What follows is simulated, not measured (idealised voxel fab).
The process module presented herein is designated voxel transistor to metal.
FYI the section here is cut, 215 nm wide, cells are 5 nm squares.
A cross-section is written here as square cells arranged in a grid, and it is given in bands from the top down, each band taking up one or more rows of cells.
This entry defines a band. It first specifies the height of the band's top and the height of its bottom in nm, and then specifies the band's materials from left to right, stating each material with its width in nm. The word "edge to edge" identifies a single material that fills the band from edge to edge, while the word "empty" identifies empty space.
Heights from 0 (as-received wafer is one material below). Bottom band endless downward, as "0..down".
A width given as "30->40" starts at the first number in the band's top row and ends at the second number in its bottom row, shifting by an equal amount at every step from row to row.
Take "changes: none" at face value: in the step it is given for, the cross-section changed in none of its cells.
The label "Voids, fully enclosed" introduces a list of the empty spaces, 8 cells or larger, that have no open way up to the top; each entry in it reads width x height at distance, where the distance is taken from the left edge and all three are stated in nm.
What comes after the settings on a step's line is commentary from the simulator itself on that step.
Regarding "overlay nm": on a step with a mask, it is the distance the mask lay to the right of its planned place; a negative value places it to the left.

Intended process steps
| 1 | RECEIVE [material Si] |
| 2 | CONFORMAL_DEP [material SiO2] [thk nm 5] |
| 3 | CONFORMAL_DEP [material SiN] [thk nm 10] |
| 4 | PATTERN [tone cover] [mask id ACTIVE] [material resist] [width nm 110] [thk nm 15] [overlay nm 0] |
| 5 | DIRECTIONAL_ETCH [etch materials SiN] [depth nm 10] |
| 6 | DIRECTIONAL_ETCH [etch materials SiO2] [depth nm 5] |
| 7 | DIRECTIONAL_ETCH [etch materials Si] [depth nm 20] |
| 8 | STRIP [etch materials resist] |
| 9 | OXIDIZE [depth nm 5] |
| 10 | FILL_DEP [material SiO2] [thk nm 15] |
| 11 | CMP [height nm 15] |
| 12 | SELECTIVE_ETCH [etch materials SiO2] [depth nm 5] |
| 13 | STRIP [etch materials SiN] |
| 14 | SELECTIVE_ETCH [etch materials SiO2] [depth nm 5] |
| 15 | OXIDIZE [depth nm 5] |
| 16 | DIRECTIONAL_DEP [material polySi] [thk nm 30] |
| 17 | DIRECTIONAL_DEP [material SiCN] [thk nm 10] |
| 18 | PATTERN [tone cover] [mask id GATE] [material resist] [width nm 20] [thk nm 15] [overlay nm 0] |
| 19 | DIRECTIONAL_ETCH [etch materials SiCN] [depth nm 20] |
| 20 | DIRECTIONAL_ETCH [etch materials polySi] [depth nm 40] |
| 21 | STRIP [etch materials resist] |
| 22 | CONFORMAL_DEP [material SiN] [thk nm 10] |
| 23 | DIRECTIONAL_ETCH [etch materials SiN] [depth nm 10] |
| 24 | DIRECTIONAL_ETCH [etch materials SiO2] [depth nm 5] |
| 25 | DIRECTIONAL_ETCH [etch materials Si] [depth nm 10] |
| 26 | EPI [material pSi] [thk nm 10] |
| 27 | FILL_DEP [material SiO2] [thk nm 5] |
| 28 | CMP [height nm 40] |
| 29 | DIRECTIONAL_DEP [material SiO2] [thk nm 10] |
| 30 | PATTERN [tone open] [mask id CONTACT] [material resist] [width nm 20] [pitch nm 80] [thk nm 20] [overlay nm 0] |
| 31 | DIRECTIONAL_ETCH [etch materials SiO2] [depth nm 55] |
| 32 | STRIP [etch materials resist] |
| 33 | CONFORMAL_DEP [material TiN] [thk nm 5] |
| 34 | FILL_DEP [material Ru] [thk nm 5] |
| 35 | CMP [height nm 50] |
| 36 | CONFORMAL_DEP [material SiCN] [thk nm 5] |
| 37 | DIRECTIONAL_DEP [material lowk] [thk nm 20] |
| 38 | PATTERN [tone open] [mask id METAL_1] [material resist] [width nm 20] [pitch nm 80] [thk nm 15] [overlay nm 0] |
| 39 | DIRECTIONAL_ETCH [etch materials lowk] [depth nm 20] |
| 40 | DIRECTIONAL_ETCH [etch materials SiCN] [depth nm 5] |
| 41 | STRIP [etch materials resist] |
| 42 | CONFORMAL_DEP [material TiN] [thk nm 5] |
| 43 | FILL_DEP [material Cu] [thk nm 10] |
| 44 | CMP [height nm 75] |
| 45 | CONFORMAL_DEP [material SiCN] [thk nm 5] |
| 46 | DIRECTIONAL_DEP [material SiO2] [thk nm 35] |
| 47 | DIRECTIONAL_DEP [material aC] [thk nm 15] |
| 48 | PATTERN [tone open] [mask id METAL_2_HOLES] [material resist] [width nm 15] [pitch nm 80] [thk nm 35] [overlay nm 0] |
| 49 | DIRECTIONAL_ETCH [etch materials aC] [depth nm 15] |
| 50 | STRIP [etch materials resist] |
| 51 | DIRECTIONAL_ETCH [etch materials SiO2] [depth nm 35] |
| 52 | STRIP [etch materials aC] |
| 53 | MASKED_ETCH [tone open] [mask id METAL_2] [width nm 20] [pitch nm 80] [etch materials SiO2] [depth nm 20] [overlay nm 0] |
| 54 | MASKED_ETCH [tone open] [mask id METAL_2] [width nm 20] [pitch nm 80] [etch materials SiCN] [depth nm 5] [overlay nm 0] |
| 55 | CONFORMAL_DEP [material TiN] [thk nm 5] |
| 56 | FILL_DEP [material Ru] [thk nm 5] |
| 57 | CMP [height nm 115] |
| 58 | CONFORMAL_DEP [material SiCN] [thk nm 5] |

Step 1 complete: cross-section of the wafer as received
- 0..down  Si edge to edge
- Voids, fully enclosed: none

First wafer of two, sectioned at end of module; run went per plan
- 120..115  SiCN edge to edge
- 115..100  SiO2 (55)  TiN (5)  Ru (10)  TiN (5)  SiO2 (60)  TiN (5)  Ru (10)  TiN (5)  SiO2 (60)
- 100..95  SiO2 (55)  TiN (5)  Ru (5)  TiN (10)  SiO2 (60)  TiN (5)  Ru (5)  TiN (10)  SiO2 (60)
- 95..80  SiO2 (55)  TiN (5)  Ru (5)  TiN (5)  SiO2 (65)  TiN (5)  Ru (5)  TiN (5)  SiO2 (65)
- 80..75  SiCN (55)  TiN (15)  SiCN (65)  TiN (15)  SiCN (65)
- 75..55  lowk (55)  TiN (5)  Cu (10)  TiN (5)  lowk (60)  TiN (5)  Cu (10)  TiN (5)  lowk (60)
- 55..50  SiCN (55)  TiN (20)  SiCN (60)  TiN (20)  SiCN (60)
- 50..40  SiO2 (55)  TiN (5)  Ru (10)  TiN (5)  SiO2 (60)  TiN (5)  Ru (10)  TiN (5)  SiO2 (60)
- 40..30  SiO2 (55)  TiN (5)  Ru (10)  TiN (5)  SiO2 (10)  SiN (10)  SiCN (20)  SiN (10)  SiO2 (10)  TiN (5)  Ru (10)  TiN (5)  SiO2 (60)
- 30..5  SiO2 (55)  TiN (5)  Ru (10)  TiN (5)  SiO2 (10)  SiN (10)  polySi (20)  SiN (10)  SiO2 (10)  TiN (5)  Ru (10)  TiN (5)  SiO2 (60)
- 5..0  SiO2 (45)  SiN (10)  TiN (5)  Ru (10)  TiN (5)  pSi (10)  SiN (10)  polySi (20)  SiN (10)  pSi (10)  TiN (5)  Ru (10)  TiN (5)  SiN (10)  SiO2 (50)
- 0..-5  SiO2 (55)  TiN (20)  pSi (10)  SiO2 (40)  pSi (10)  TiN (20)  SiO2 (60)
- -5..-15  SiO2 (55)  pSi (30)  Si (40)  pSi (30)  SiO2 (60)
- -15..-25  SiO2 (55)  Si (100)  SiO2 (60)
- -25..down  Si edge to edge
- Voids, fully enclosed: none

Wafer two cross-section, module end. Start and plan unchanged from wafer one; one mistake made during the run
- 120..115  SiCN edge to edge
- 115..100  SiO2 (55)  TiN (5)  Ru (10)  TiN (5)  SiO2 (60)  TiN (5)  Ru (10)  TiN (5)  SiO2 (60)
- 100..95  SiO2 (55)  TiN (5)  Ru (5)  TiN (10)  SiO2 (60)  TiN (5)  Ru (5)  TiN (10)  SiO2 (60)
- 95..80  SiO2 (55)  TiN (5)  Ru (5)  TiN (5)  SiO2 (65)  TiN (5)  Ru (5)  TiN (5)  SiO2 (65)
- 80..75  SiCN (55)  TiN (15)  SiCN (65)  TiN (15)  SiCN (65)
- 75..55  lowk (55)  SiCN (5)  Cu (10)  SiCN (5)  lowk (60)  SiCN (5)  Cu (10)  SiCN (5)  lowk (60)
- 55..50  SiCN edge to edge
- 50..40  SiO2 (55)  TiN (5)  Ru (10)  TiN (5)  SiO2 (60)  TiN (5)  Ru (10)  TiN (5)  SiO2 (60)
- 40..30  SiO2 (55)  TiN (5)  Ru (10)  TiN (5)  SiO2 (10)  SiN (10)  SiCN (20)  SiN (10)  SiO2 (10)  TiN (5)  Ru (10)  TiN (5)  SiO2 (60)
- 30..5  SiO2 (55)  TiN (5)  Ru (10)  TiN (5)  SiO2 (10)  SiN (10)  polySi (20)  SiN (10)  SiO2 (10)  TiN (5)  Ru (10)  TiN (5)  SiO2 (60)
- 5..0  SiO2 (45)  SiN (10)  TiN (5)  Ru (10)  TiN (5)  pSi (10)  SiN (10)  polySi (20)  SiN (10)  pSi (10)  TiN (5)  Ru (10)  TiN (5)  SiN (10)  SiO2 (50)
- 0..-5  SiO2 (55)  TiN (20)  pSi (10)  SiO2 (40)  pSi (10)  TiN (20)  SiO2 (60)
- -5..-15  SiO2 (55)  pSi (30)  Si (40)  pSi (30)  SiO2 (60)
- -15..-25  SiO2 (55)  Si (100)  SiO2 (60)
- -25..down  Si edge to edge
- Voids, fully enclosed: none
Deviation from plan: planned and actual differ for step 42; actual: CONFORMAL_DEP [material SiCN] [thk nm 5]
Counted in cells at the end, the second wafer holds more or fewer of these materials than the first: SiCN: 24 more; TiN: 24 fewer
